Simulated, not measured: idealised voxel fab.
Module name: voxel self aligned vias (process module)
The cross-section shown here is cut; it is 210 nm wide and divided into square cells measuring 5 nm on a side.
We lay out every cross-section as a grid of square cells and spell it out in bands from the top down, where one band means one or more rows of cells.
Each band's line starts with the height of the band's top and of its bottom, in nm. Then come its materials from left to right, each with its width in nm. One material with "everywhere" fills the band from edge to edge. "air" is empty space.
Basically, 0 is our baseline, since under it the wafer straight out of the box is all one material. The bottom band has no lower end and keeps on going down, so it looks like "0 and below".
With a width like "30..40", each row of cells in the band differs from the next by the same amount, the top row carrying the first number and the bottom row the second.
Take "nothing changed" at face value: in the step it is given for, the cross-section changed in none of its cells.
What "Enclosed void catalog" gives you is every empty space of 8 cells or more that is cut off from the top. Each appears as width x height at distance, with the distance taken from the left edge and width, height and distance all in nm.
after a step's settings: what the simulator itself notes on the step
overlay nm: for a step with a mask, the amount by which the mask lay right of where it was planned; a negative amount means left of it.

-- The planned process steps are enumerated hereunder
1) RECEIVE (material Si)
2) CONFORMAL_DEP (material SiO2; thk nm 15)
3) CONFORMAL_DEP (material SiCN; thk nm 5)
4) DIRECTIONAL_DEP (material lowk; thk nm 20)
5) DIRECTIONAL_DEP (material aC; thk nm 10)
6) PATTERN (tone open; mask id LINES; material resist; width nm 25; pitch nm 65; thk nm 25; overlay nm 0)
7) DIRECTIONAL_ETCH (etch materials aC; depth nm 10)
8) STRIP (etch materials resist)
9) DIRECTIONAL_ETCH (etch materials lowk; depth nm 20)
10) STRIP (etch materials aC)
11) CONFORMAL_DEP (material TiN; thk nm 5)
12) FILL_DEP (material Ru; thk nm 10)
13) CMP (height nm 40)
14) SELECTIVE_ETCH (etch materials W Ru TiN; depth nm 10)
15) FILL_DEP (material SiN; thk nm 10)
16) CMP (height nm 40)
17) DIRECTIONAL_DEP (material lowk; thk nm 15)
18) PATTERN (tone open; mask id VIAS; material resist; width nm 45; pitch nm 65; thk nm 15; overlay nm 0)
19) DIRECTIONAL_ETCH (etch materials lowk; depth nm 15)
20) DIRECTIONAL_ETCH (etch materials SiN; depth nm 10)
21) STRIP (etch materials resist)
22) CONFORMAL_DEP (material TiN; thk nm 5)
23) FILL_DEP (material W; thk nm 5)
24) CMP (height nm 55)
25) CONFORMAL_DEP (material SiN; thk nm 5)

-- Cross-section of the wafer at receipt, which is the condition after step 1
  0 and below | Si everywhere
  Enclosed void catalog: none

-- Look at the cross-section after the module: the wafer started out the way shown above and the plan was the one shown above, yet one mistake was made along the way
  60 down to 55 | SiN everywhere
  55 down to 45 | 15 nm lowk, 5 nm TiN, 35 nm W, 5 nm TiN, 20 nm lowk, 5 nm TiN, 35 nm W, 5 nm TiN, 20 nm lowk, 5 nm TiN, 35 nm W, 5 nm TiN, 20 nm lowk
  45 down to 35 | 15..35 nm lowk, 25..5 nm TiN, 15 nm W, 5 nm TiN, 20..40 nm lowk, 25..5 nm TiN, 15 nm W, 5 nm TiN, 20..40 nm lowk, 25..5 nm TiN, 15 nm W, 5 nm TiN, 20 nm lowk
  35 down to 30 | 35 nm lowk, 25 nm TiN, 40 nm lowk, 25 nm TiN, 40 nm lowk, 25 nm TiN, 20 nm lowk
  30 down to 25 | 35 nm lowk, 5 nm TiN, 15 nm Ru, 5 nm TiN, 40 nm lowk, 5 nm TiN, 15 nm Ru, 5 nm TiN, 40 nm lowk, 5 nm TiN, 15 nm Ru, 5 nm TiN, 20 nm lowk
  25 down to 20 | 35 nm lowk, 25 nm TiN, 40 nm lowk, 25 nm TiN, 40 nm lowk, 25 nm TiN, 20 nm lowk
  20 down to 15 | SiCN everywhere
  15 down to 0 | SiO2 everywhere
  0 and below | Si everywhere
  Enclosed void catalog: none
Deviation from plan: step 6 went in with a setting other than planned; the actual run was PATTERN (tone open; mask id LINES; material resist; width nm 25; pitch nm 65; thk nm 25; overlay nm 10)
